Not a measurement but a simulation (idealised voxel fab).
Documented hereafter: the process module known as voxel self aligned vias.
Displayed cross-section: cut, width of 205 nm, square cells sized 5 nm.
The cross-sections in this document take the form of a grid made of square cells. They are written out as bands, in order from top to bottom. Each band consists of one or more rows of cells.
First you get the band's top height and its bottom height, in nm, and then the materials it's made of, left to right, with each width in nm. If you see a single material with "everywhere", that one covers the band edge to edge. "air" is empty space.
Note: height 0 marks the level under which the wafer is uniformly one material as received. Lowest band unbounded below, written "0 -> down".
Width: "30..40" (first number = top row, second number = bottom row, same change from row to row of cells).
When a step is marked "nothing changed", none of the cells in the cross-section changed during that step.
Closed empty spaces (no open way to the top) of 8 cells or more are what "Closed void inventory" lists, each as width x height at distance from the left edge, nm for all three.
Step line, after settings: the simulator's comment on this step.
overlay nm: where the mask lay relative to plan, measured to the right, on steps with a mask; negatives go left.
Intended process steps
step 1: RECEIVE, material Si
step 2: CONFORMAL_DEP, material SiO2, thk nm 15
step 3: CONFORMAL_DEP, material SiCN, thk nm 5
step 4: DIRECTIONAL_DEP, material SiO2, thk nm 25
step 5: MASKED_ETCH, tone open, mask id LINES, width nm 20, pitch nm 70, etch materials SiO2, depth nm 25, overlay nm 0
step 6: CONFORMAL_DEP, material TiN, thk nm 5
step 7: FILL_DEP, material W, thk nm 10
step 8: CMP, height nm 45
step 9: SELECTIVE_ETCH, etch materials W Ru TiN, depth nm 5
step 10: FILL_DEP, material SiN, thk nm 5
step 11: CMP, height nm 45
step 12: DIRECTIONAL_DEP, material SiO2, thk nm 15
step 13: PATTERN, tone open, mask id VIAS, material resist, width nm 40, thk nm 20, overlay nm 0
step 14: DIRECTIONAL_ETCH, etch materials SiO2, depth nm 15
step 15: DIRECTIONAL_ETCH, etch materials SiN, depth nm 5
step 16: STRIP, etch materials resist
step 17: CONFORMAL_DEP, material TiN, thk nm 5
step 18: FILL_DEP, material W, thk nm 5
step 19: CMP, height nm 60
step 20: CONFORMAL_DEP, material SiN, thk nm 5
Of two wafers, the first: run according to plan
Received-state cross-section, reflecting completion of step 1
0 -> down = Si everywhere
Closed void inventory: none
Take a look at the wafer's cross-section after step 2
15 -> 0 = SiO2 everywhere
Nothing below the height 0 has changed.
Take a look at the wafer's cross-section after step 3
20 -> 15 = SiCN everywhere
Nothing below the height 15 has changed.
Take a look at the wafer's cross-section after step 4
45 -> 20 = SiO2 everywhere
Nothing below the height 20 has changed.
Take a look at the wafer's cross-section after step 5
45 -> 20 = SiO2 (55), then air (20), then SiO2 (50), then air (20), then SiO2 (60)
Nothing below the height 20 has changed.
Take a look at the wafer's cross-section after step 6
50 -> 45 = TiN (60), then air (10), then TiN (60), then air (10), then TiN (65)
45 -> 25 = SiO2 (55), then TiN (5), then air (10), then TiN (5), then SiO2 (50), then TiN (5), then air (10), then TiN (5), then SiO2 (60)
25 -> 20 = SiO2 (55), then TiN (20), then SiO2 (50), then TiN (20), then SiO2 (60)
Nothing below the height 20 has changed.
Take a look at the wafer's cross-section after step 7
60 -> 50 = W everywhere
50 -> 45 = TiN (60), then W (10), then TiN (60), then W (10), then TiN (65)
45 -> 25 = SiO2 (55), then TiN (5), then W (10), then TiN (5), then SiO2 (50), then TiN (5), then W (10), then TiN (5), then SiO2 (60)
Nothing below the height 25 has changed.
Take a look at the wafer's cross-section after step 8
45 -> 25 = SiO2 (55), then TiN (5), then W (10), then TiN (5), then SiO2 (50), then TiN (5), then W (10), then TiN (5), then SiO2 (60)
Nothing below the height 25 has changed.
Take a look at the wafer's cross-section after step 9
45 -> 40 = SiO2 (55), then air (20), then SiO2 (50), then air (20), then SiO2 (60)
Nothing below the height 40 has changed.
Take a look at the wafer's cross-section after step 10
50 -> 45 = SiN everywhere
45 -> 40 = SiO2 (55), then SiN (20), then SiO2 (50), then SiN (20), then SiO2 (60)
Nothing below the height 40 has changed.
Take a look at the wafer's cross-section after step 11
45 -> 40 = SiO2 (55), then SiN (20), then SiO2 (50), then SiN (20), then SiO2 (60)
Nothing below the height 40 has changed.
Take a look at the wafer's cross-section after step 12
60 -> 45 = SiO2 everywhere
Nothing below the height 45 has changed.
Take a look at the wafer's cross-section after step 13
80 -> 60 = resist (45), then air (40), then resist (120)
Nothing below the height 60 has changed.
Take a look at the wafer's cross-section after step 14
80 -> 60 = resist (45), then air (40), then resist (120)
60 -> 45 = SiO2 (45), then air (40), then SiO2 (120)
Nothing below the height 45 has changed.
Take a look at the wafer's cross-section after step 15
80 -> 60 = resist (45), then air (40), then resist (120)
60 -> 45 = SiO2 (45), then air (40), then SiO2 (120)
45 -> 40 = SiO2 (55), then air (20), then SiO2 (50), then SiN (20), then SiO2 (60)
Nothing below the height 40 has changed.
Take a look at the wafer's cross-section after step 16
60 -> 45 = SiO2 (45), then air (40), then SiO2 (120)
Nothing below the height 45 has changed.
Take a look at the wafer's cross-section after step 17
65 -> 60 = TiN (50), then air (30), then TiN (125)
60 -> 50 = SiO2 (45), then TiN (5), then air (30), then TiN (5), then SiO2 (120)
50 -> 45 = SiO2 (45), then TiN (15), then air (10), then TiN (15), then SiO2 (120)
45 -> 40 = SiO2 (55), then TiN (20), then SiO2 (50), then SiN (20), then SiO2 (60)
Nothing below the height 40 has changed.
Take a look at the wafer's cross-section after step 18
70 -> 65 = W everywhere
65 -> 60 = TiN (50), then W (30), then TiN (125)
60 -> 50 = SiO2 (45), then TiN (5), then W (30), then TiN (5), then SiO2 (120)
50 -> 45 = SiO2 (45), then TiN (15), then W (10), then TiN (15), then SiO2 (120)
Nothing below the height 45 has changed.
Take a look at the wafer's cross-section after step 19
60 -> 50 = SiO2 (45), then TiN (5), then W (30), then TiN (5), then SiO2 (120)
Nothing below the height 50 has changed.
Take a look at the wafer's cross-section after step 20
65 -> 60 = SiN everywhere
Nothing below the height 60 has changed.
The Second Wafer: Common Origin and Plan, One Mistake in Execution, Identical to the First Through Step 12
Cross-section of the second wafer corresponding to the planned conclusion of step 13
80 -> 60 = resist (40), then air (40), then resist (125)
Nothing below the height 60 has changed.
Cross-section of the second wafer corresponding to the planned conclusion of step 14
80 -> 60 = resist (40), then air (40), then resist (125)
60 -> 45 = SiO2 (40), then air (40), then SiO2 (125)
Nothing below the height 45 has changed.
Cross-section of the second wafer corresponding to the planned conclusion of step 15
80 -> 60 = resist (40), then air (40), then resist (125)
60 -> 45 = SiO2 (40), then air (40), then SiO2 (125)
45 -> 40 = SiO2 (55), then air (20), then SiO2 (50), then SiN (20), then SiO2 (60)
Nothing below the height 40 has changed.
Cross-section of the second wafer corresponding to the planned conclusion of step 16
60 -> 45 = SiO2 (40), then air (40), then SiO2 (125)
Nothing below the height 45 has changed.
Cross-section of the second wafer corresponding to the planned conclusion of step 17
65 -> 60 = TiN (45), then air (30), then TiN (130)
60 -> 50 = SiO2 (40), then TiN (5), then air (30), then TiN (5), then SiO2 (125)
50 -> 45 = SiO2 (40), then TiN (20), then air (10), then TiN (10), then SiO2 (125)
45 -> 40 = SiO2 (55), then TiN (20), then SiO2 (50), then SiN (20), then SiO2 (60)
Nothing below the height 40 has changed.
Cross-section of the second wafer corresponding to the planned conclusion of step 18
70 -> 65 = W everywhere
65 -> 60 = TiN (45), then W (30), then TiN (130)
60 -> 50 = SiO2 (40), then TiN (5), then W (30), then TiN (5), then SiO2 (125)
50 -> 45 = SiO2 (40), then TiN (20), then W (10), then TiN (10), then SiO2 (125)
Nothing below the height 45 has changed.
Cross-section of the second wafer corresponding to the planned conclusion of step 19
60 -> 50 = SiO2 (40), then TiN (5), then W (30), then TiN (5), then SiO2 (125)
Nothing below the height 50 has changed.
Cross-section of the second wafer corresponding to the planned conclusion of step 20
65 -> 60 = SiN everywhere
Nothing below the height 60 has changed.
Against the plan, the run slipped here: step 13 changed vs plan, executed as PATTERN, tone open, mask id VIAS, material resist, width nm 40, thk nm 20, overlay nm -5
The two final wafers agree on how many cells each material fills and disagree on which cells those are.
